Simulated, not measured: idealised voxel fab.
Module name: voxel capacitor over wiring (process module)
Cross-section cut: width 150 nm, square cells of 5 nm.
When this document writes out a cross-section, it uses a grid of square cells and lists it as bands, beginning at the top and moving down, with a band standing for one or more rows of cells. Basically the band line says how high the top is and how high the bottom is, in nm, and then what's in it from left to right, every material with its width in nm. Empty space shows up as "empty", and if a single material carries "all across" it runs the full band edge to edge. For the purposes of this specification, 0 denotes the height below which the wafer in its as-received condition is composed wholly of one material, and the lowermost band, lacking a lower limit, extends downward without end, as expressed in "0 and below". You'd read "30->40" like this: the band's top row of cells is as wide as the first number, its bottom row is as wide as the second, and going down, every row changes width by the same amount as the row before did. Step note "no modification" = no cross-section cell changed. "Closed void register" enumerates empty spaces isolated from the top, with no open way to it, that contain at least 8 cells, giving each as width x height at distance from the left edge, all three in nm. Anything after a step's settings on that line? It's the simulator's own note about the step. You can add "overlay nm" to a step's line. For a step with a mask, it describes how far the mask lay to the right of its planned position, and a negative number describes a lay to the left.
PROCESS STEPS - PLAN
1 RECEIVE,material Si
2 CONFORMAL_DEP,material SiO2,thk nm 15
3 CONFORMAL_DEP,material SiN,thk nm 5
4 DIRECTIONAL_DEP,material lowk,thk nm 20
5 PATTERN,tone open,mask id METAL_1,material resist,width nm 25,pitch nm 90,thk nm 20,overlay nm 0
6 DIRECTIONAL_ETCH,etch materials lowk,depth nm 20
7 DIRECTIONAL_ETCH,etch materials SiN,depth nm 5
8 STRIP,etch materials resist
9 CONFORMAL_DEP,material TiN,thk nm 5
10 FILL_DEP,material W,thk nm 5
11 CMP,height nm 40
12 CONFORMAL_DEP,material SiCN,thk nm 5
13 DIRECTIONAL_DEP,material lowk,thk nm 20
14 DIRECTIONAL_DEP,material aC,thk nm 15
15 PATTERN,tone open,mask id PLUG_1,material resist,width nm 15,thk nm 35,overlay nm 0
16 DIRECTIONAL_ETCH,etch materials aC,depth nm 15
17 STRIP,etch materials resist
18 DIRECTIONAL_ETCH,etch materials lowk,depth nm 20
19 DIRECTIONAL_ETCH,etch materials SiCN,depth nm 5
20 STRIP,etch materials aC
21 EPI,material Ru,thk nm 10
22 EPI,material Ru,thk nm 10
23 EPI,material Ru,thk nm 5
24 DIRECTIONAL_DEP,material TiN,thk nm 10
25 DIRECTIONAL_DEP,material Al2O3,thk nm 5
26 DIRECTIONAL_DEP,material TiN,thk nm 5
27 PATTERN,tone cover,mask id UPPER_PLATE,material resist,width nm 70,thk nm 20,overlay nm 0
28 DIRECTIONAL_ETCH,etch materials TiN,depth nm 5
29 DIRECTIONAL_ETCH,etch materials Al2O3,depth nm 5
30 STRIP,etch materials resist
31 DIRECTIONAL_DEP,material aC,thk nm 10
32 PATTERN,tone cover,mask id LOWER_PLATE,material resist,width nm 80,thk nm 25,overlay nm 0
33 DIRECTIONAL_ETCH,etch materials aC,depth nm 10
34 STRIP,etch materials resist
35 DIRECTIONAL_ETCH,etch materials TiN,depth nm 10
36 STRIP,etch materials aC
37 FILL_DEP,material SiO2,thk nm 20
38 CMP,height nm 100
39 DIRECTIONAL_DEP,material aC,thk nm 15
40 PATTERN,tone open,mask id PLUG_2,material resist,width nm 15,thk nm 30,overlay nm 0
41 DIRECTIONAL_ETCH,etch materials aC,depth nm 15
42 STRIP,etch materials resist
43 DIRECTIONAL_ETCH,etch materials SiO2,depth nm 15
44 STRIP,etch materials aC
45 CONFORMAL_DEP,material TiN,thk nm 5
46 FILL_DEP,material Cu,thk nm 10
47 CMP,height nm 100
48 CONFORMAL_DEP,material SiCN,thk nm 5
CROSS-SECTION OF THE INCOMING WAFER, STATE AFTER STEP 1
  0 and below = Si all across
  Closed void register: none
AS-PLANNED RUN: CROSS-SECTION OF THE FIRST OF TWO WAFERS AT END OF MODULE
  105 down to 100 = SiCN all across
  100 down to 90 = 35 SiO2, then 5 TiN, then 5 Cu, then 5 TiN, then 100 SiO2
  90 down to 80 = 35->25 SiO2, then 15->70 TiN, then 100->55 SiO2
  80 down to 75 = 25 SiO2, then 70 Al2O3, then 55 SiO2
  75 down to 65 = 20 SiO2, then 80 TiN, then 50 SiO2
  65 down to 45 = 25 lowk, then 15 Ru, then 110 lowk
  45 down to 40 = 25 SiCN, then 15 Ru, then 110 SiCN
  40 down to 20 = 15 lowk, then 5 TiN, then 15 W, then 5 TiN, then 65 lowk, then 5 TiN, then 15 W, then 5 TiN, then 20 lowk
  20 down to 15 = 15 SiN, then 25 TiN, then 65 SiN, then 25 TiN, then 20 SiN
  15 down to 0 = SiO2 all across
  0 and below = Si all across
  Closed void register: none
THE SECOND WAFER, SHOWN IN CROSS-SECTION AFTER THE MODULE: STARTED THE SAME WAY AS THE FIRST AND GIVEN THE SAME PLAN, YET ONE MISTAKE CREPT INTO HOW IT WAS RUN
  105 down to 100 = SiCN all across
  100 down to 95 = 35 SiO2, then 5 TiN, then 55 Al2O3, then 55 SiO2
  95 down to 85 = 20 SiO2, then 5 TiN, then 10 SiO2, then 65 TiN, then 50 SiO2
  85 down to 80 = 25 lowk, then 15 TiN, then 110 lowk
  80 down to 75 = 25 lowk, then 15 Al2O3, then 110 lowk
  75 down to 65 = 25 lowk, then 15 TiN, then 110 lowk
  65 down to 45 = lowk all across
  45 down to 40 = SiCN all across
  40 down to 20 = 15 lowk, then 5 TiN, then 15 W, then 5 TiN, then 65 lowk, then 5 TiN, then 15 W, then 5 TiN, then 20 lowk
  20 down to 15 = 15 SiN, then 25 TiN, then 65 SiN, then 25 TiN, then 20 SiN
  15 down to 0 = SiO2 all across
  0 and below = Si all across
  Closed void register: none
Diagnosis: heads up, step 13 of the plan got done twice
at the end the second wafer has, in cells: Cu: 2 fewer; Ru: 15 fewer; SiCN: 3 more; SiO2: 91 fewer; TiN: 15 fewer; lowk: 120 more
